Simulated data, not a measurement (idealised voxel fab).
voxel spacer lines: a process module
Displayed cross-section: cut, width of 260 nm, square cells sized 5 nm.
Reading order for cross-sections: top band down to bottom band. Underlying form: a grid of square cells. Band size: one or more rows of cells.
Band entry format. Leading values: height of top, height of bottom, nm. Remainder: materials in left-to-right order, each with its width in nm. Special words: "edge to edge" on a single material, which then fills the band edge to edge; "air", empty space.
It should be noted that heights are counted from 0, beneath which the wafer as supplied is of one material throughout, and that the lowest band possesses no lower boundary but continues downward, as written in "0 down".
A width given as "30..40" starts at the first number in the band's top row and ends at the second number in its bottom row, shifting by an equal amount at every step from row to row.
"nothing changed" means the step left every cell of the cross-section as it was.
Fully sealed cavities: empty space of 8 cells or more with no open way to the top, each as width x height at its distance from the left edge, in nm
Whatever follows a step's settings on its line is a remark the simulator itself makes about that step.
If you see "overlay nm" on a step's line and that step has a mask, it's telling you how far right of where it was planned the mask ended up; a negative number means it went left instead.

## Here's what the planned process steps look like
1,RECEIVE: material Si
2,CONFORMAL_DEP: material Al2O3, thk nm 10
3,DIRECTIONAL_DEP: material W, thk nm 10
4,DIRECTIONAL_DEP: material aC, thk nm 30
5,PATTERN: tone cover, mask id MANDREL, material resist, width nm 20, pitch nm 60, thk nm 40, overlay nm 0
6,DIRECTIONAL_ETCH: etch materials aC, depth nm 30
7,STRIP: etch materials resist
8,CONFORMAL_DEP: material SiO2, thk nm 10
9,DIRECTIONAL_ETCH: etch materials SiO2, depth nm 10
10,STRIP: etch materials aC
11,DIRECTIONAL_ETCH: etch materials W, depth nm 10
12,STRIP: etch materials SiO2
13,FILL_DEP: material lowk, thk nm 5
14,CMP: height nm 20

## Step 1 complete: cross-section of the wafer as received
* 0 down = Si edge to edge
* Fully sealed cavities: none

## Look at the cross-section after the module: the wafer started out the way shown above and the plan was the one shown above, yet one mistake was made along the way
* 20 to 10 = 50 of lowk; 10 of W; 20 of lowk; 10 of W; 20 of lowk; 10 of W; 20 of lowk; 10 of W; 20 of lowk; 10 of W; 20 of lowk; 10 of W; 50 of lowk
* 10 to 0 = W edge to edge
* 0 down = Si edge to edge
* Fully sealed cavities: none
Here's what went sideways: note that step 2 departed from the planned setting and was carried out as CONFORMAL_DEP: material W, thk nm 10
